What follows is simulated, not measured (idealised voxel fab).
process module | voxel transistor to metal
cross-section cut | 215 nm wide | cells 5 nm
A cross-section is a grid of square cells, given in bands from the top down. A band is one or more rows of cells.
Each band's line starts with the height of the band's top and of its bottom, in nm. Then come its materials from left to right, each with its width in nm. One material with "throughout" fills the band from edge to edge. "air" is empty space.
Height 0 is the level under which the wafer as received is all one material. The lowest band goes on downwards, as in "0 down".
A width such as "30 to 40" changes by the same amount from each row of cells to the next, from the band's top row to its bottom row.
"no change" after a step means that no cell of the cross-section changed.
closed voids: empty space of 8 cells or more with no open way to the top, each as width x height at its distance from the left edge, in nm
after a step's settings: what the simulator itself notes on the step
overlay nm, on a step with a mask: how far to the right of its planned place the mask lay; to the left if negative
plan
1 op RECEIVE | material Si
2 op CONFORMAL_DEP | material SiO2 | thk nm 5
3 op CONFORMAL_DEP | material SiN | thk nm 10
4 op DIRECTIONAL_DEP | material aC | thk nm 15
5 op PATTERN | tone cover | mask id ACTIVE | material resist | width nm 115 | thk nm 30 | overlay nm 0
6 op DIRECTIONAL_ETCH | etch materials aC | depth nm 15
7 op STRIP | etch materials resist
8 op DIRECTIONAL_ETCH | etch materials SiN | depth nm 10
9 op DIRECTIONAL_ETCH | etch materials SiO2 | depth nm 5
10 op DIRECTIONAL_ETCH | etch materials Si | depth nm 30
11 op STRIP | etch materials aC
12 op FILL_DEP | material SiO2 | thk nm 10
13 op CMP | height nm 15
14 op SELECTIVE_ETCH | etch materials SiO2 | depth nm 5
15 op STRIP | etch materials SiN
16 op SELECTIVE_ETCH | etch materials SiO2 | depth nm 5
17 op OXIDIZE | depth nm 5
18 op DIRECTIONAL_DEP | material polySi | thk nm 30
19 op DIRECTIONAL_DEP | material SiCN | thk nm 15
20 op MASKED_ETCH | tone cover | mask id GATE | width nm 35 | etch materials SiCN | depth nm 25 | overlay nm 0
21 op MASKED_ETCH | tone cover | mask id GATE | width nm 35 | etch materials polySi | depth nm 40 | overlay nm 0
22 op CONFORMAL_DEP | material SiO2 | thk nm 5
23 op DIRECTIONAL_ETCH | etch materials SiO2 | depth nm 5
24 op CONFORMAL_DEP | material SiN | thk nm 5
25 op DIRECTIONAL_ETCH | etch materials SiN | depth nm 5
26 op DIRECTIONAL_ETCH | etch materials SiO2 | depth nm 5
27 op DIRECTIONAL_ETCH | etch materials Si | depth nm 15
28 op EPI | material pSi | thk nm 20
29 op FILL_DEP | material SiO2 | thk nm 5
30 op CMP | height nm 30
31 op STRIP | etch materials polySi
32 op SELECTIVE_ETCH | etch materials SiO2 | depth nm 5
33 op CONFORMAL_DEP | material HfO2 | thk nm 5
34 op CONFORMAL_DEP | material TiN | thk nm 5
35 op FILL_DEP | material W | thk nm 5
36 op CMP | height nm 25
37 op DIRECTIONAL_DEP | material SiO2 | thk nm 10
38 op MASKED_ETCH | tone open | mask id CONTACT | width nm 20 | pitch nm 85 | etch materials SiO2 | depth nm 20 | overlay nm 0
39 op CONFORMAL_DEP | material TiN | thk nm 5
40 op FILL_DEP | material W | thk nm 5
41 op CMP | height nm 35
42 op DIRECTIONAL_DEP | material TiN | thk nm 5
43 op DIRECTIONAL_DEP | material W | thk nm 15
44 op MASKED_ETCH | tone cover | mask id METAL_1 | width nm 20 | pitch nm 85 | etch materials W | depth nm 15 | overlay nm 0
45 op MASKED_ETCH | tone cover | mask id METAL_1 | width nm 20 | pitch nm 85 | etch materials TiN | depth nm 5 | overlay nm 0
46 op FILL_DEP | material SiO2 | thk nm 5
47 op CMP | height nm 55
48 op CONFORMAL_DEP | material SiN | thk nm 5
as received, after step 1
  0 down: Si throughout
  closed voids: none
first wafer at the end, as planned
  60 to 55: SiN throughout
  55 to 40: SiO2 55 | W 20 | SiO2 65 | W 20 | SiO2 55
  40 to 35: SiO2 55 | TiN 20 | SiO2 65 | TiN 20 | SiO2 55
  35 to 25: SiO2 55 | TiN 5 | W 10 | TiN 5 | SiO2 65 | TiN 5 | W 10 | TiN 5 | SiO2 55
  25 to 20: SiO2 55 | TiN 5 | W 10 | TiN 5 | SiO2 5 | SiN 5 | HfO2 5 | TiN 5 | W 25 | TiN 5 | HfO2 5 | SiN 5 | SiO2 5 | TiN 5 | W 10 | TiN 5 | SiO2 55
  20 to 15: SiO2 55 | TiN 20 | SiO2 5 | SiN 5 | HfO2 5 | TiN 5 | W 25 | TiN 5 | HfO2 5 | SiN 5 | SiO2 5 | TiN 20 | SiO2 55
  15 to 5: SiO2 45 | pSi 35 | SiN 5 | HfO2 5 | TiN 5 | W 25 | TiN 5 | HfO2 5 | SiN 5 | pSi 35 | SiO2 45
  5 to 0: SiO2 45 | pSi 5 | SiN 5 | pSi 25 | SiN 5 | HfO2 5 | TiN 35 | HfO2 5 | SiN 5 | pSi 25 | SiN 5 | pSi 5 | SiO2 45
  0 to -5: SiO2 55 | pSi 25 | SiO2 5 | HfO2 45 | SiO2 5 | pSi 25 | SiO2 55
  -5 to -20: SiO2 50 | Si 5 | pSi 25 | Si 55 | pSi 25 | Si 5 | SiO2 50
  -20 to -30: SiO2 50 | Si 115 | SiO2 50
  -30 down: Si throughout
  closed voids: none
second wafer at the end: like start, like plan, one mistake
  60 to 55: SiN throughout
  55 to 40: SiO2 55 | W 20 | SiO2 65 | W 20 | SiO2 55
  40 to 35: SiO2 55 | TiN 20 | SiO2 65 | TiN 20 | SiO2 55
  35 to 25: SiO2 55 | TiN 5 | W 10 | TiN 5 | SiO2 65 | TiN 5 | W 10 | TiN 5 | SiO2 55
  25 to 20: SiO2 55 | TiN 5 | W 10 | TiN 5 | SiO2 5 | SiN 5 | HfO2 5 | TiN 5 | W 25 | TiN 5 | HfO2 5 | SiN 5 | SiO2 5 | TiN 5 | W 10 | TiN 5 | SiO2 55
  20 to 15: SiO2 55 | TiN 20 | SiO2 5 | SiN 5 | HfO2 5 | TiN 5 | W 25 | TiN 5 | HfO2 5 | SiN 5 | SiO2 5 | TiN 20 | SiO2 55
  15 to 5: SiO2 45 | pSi 35 | SiN 5 | HfO2 5 | TiN 5 | W 25 | TiN 5 | HfO2 5 | SiN 5 | pSi 35 | SiO2 45
  5 to 0: SiO2 45 | pSi 5 | SiN 5 | pSi 25 | SiN 5 | HfO2 5 | TiN 35 | HfO2 5 | SiN 5 | pSi 25 | SiN 5 | pSi 5 | SiO2 45
  0 to -5: SiO2 55 | pSi 25 | SiO2 5 | HfO2 45 | SiO2 5 | pSi 25 | SiO2 55
  -5 to -30: SiO2 50 | Si 5 | pSi 25 | Si 55 | pSi 25 | Si 5 | SiO2 50
  -30 to -35: Si 55 | pSi 25 | Si 55 | pSi 25 | Si 55
  -35 down: Si throughout
  closed voids: none
what went wrong: step 27 was run twice
at the end the second wafer has, in cells: 30 fewer of Si | 30 more of pSi
